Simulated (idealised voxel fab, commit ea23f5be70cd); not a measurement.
process module | voxel trench capacitor
cross-section cut | 255 nm wide | cells 5 nm
A cross-section is a grid of square cells, given in bands from the top down. A band is one or more rows of cells.
Each band's line starts with the height of the band's top and of its bottom, in nm. Then come its materials from left to right, each with its width in nm. One material with "throughout" fills the band from edge to edge. "air" is empty space.
Height 0 is the level under which the wafer as received is all one material. The lowest band goes on downwards, as in "0 down".
A width such as "30 to 40" changes by the same amount from each row of cells to the next, from the band's top row to its bottom row.
"no change" after a step means that no cell of the cross-section changed.
closed voids: empty space of 8 cells or more with no open way to the top, each as width x height at its distance from the left edge, in nm
after a step's settings: what the simulator itself notes on the step
overlay nm, on a step with a mask: how far to the right of its planned place the mask lay; to the left if negative
plan
1 op RECEIVE | material Si
2 op CONFORMAL_DEP | material SiN | thk nm 10
3 op MASKED_ETCH | tone open | mask id TRENCH | width nm 25 | pitch nm 45 | etch materials SiN | depth nm 10 | overlay nm 0
4 op MASKED_ETCH | tone open | mask id TRENCH | width nm 25 | pitch nm 45 | etch materials Si | depth nm 25 | overlay nm 0
5 op CONFORMAL_DEP | material Al2O3 | thk nm 5
6 op CONFORMAL_DEP | material TiN | thk nm 5
7 op FILL_DEP | material W | thk nm 5
8 op CMP | height nm 10
as received, after step 1
  0 down: Si throughout
  closed voids: none
a wafer at the end: this start, this plan, one mistake
  10 to 0: SiN 45 | Al2O3 5 | TiN 5 | W 5 | TiN 5 | Al2O3 5 | SiN 20 | Al2O3 5 | TiN 5 | W 5 | TiN 5 | Al2O3 5 | SiN 20 | Al2O3 5 | TiN 5 | W 5 | TiN 5 | Al2O3 5 | SiN 20 | Al2O3 5 | TiN 5 | W 5 | TiN 5 | Al2O3 5 | SiN 50
  0 to -5: Si 45 | Al2O3 5 | TiN 5 | W 5 | TiN 5 | Al2O3 5 | Si 20 | Al2O3 5 | TiN 5 | W 5 | TiN 5 | Al2O3 5 | Si 20 | Al2O3 5 | TiN 5 | W 5 | TiN 5 | Al2O3 5 | Si 20 | Al2O3 5 | TiN 5 | W 5 | TiN 5 | Al2O3 5 | Si 50
  -5 to -10: Si 45 | Al2O3 5 | TiN 15 | Al2O3 5 | Si 20 | Al2O3 5 | TiN 15 | Al2O3 5 | Si 20 | Al2O3 5 | TiN 15 | Al2O3 5 | Si 20 | Al2O3 5 | TiN 15 | Al2O3 5 | Si 50
  -10 to -15: Si 45 | Al2O3 25 | Si 20 | Al2O3 25 | Si 20 | Al2O3 25 | Si 20 | Al2O3 25 | Si 50
  -15 down: Si throughout
  closed voids: none
what went wrong: step 4 ran as: op MASKED_ETCH | tone open | mask id TRENCH | width nm 25 | pitch nm 45 | etch materials Si | depth nm 15 | overlay nm 0
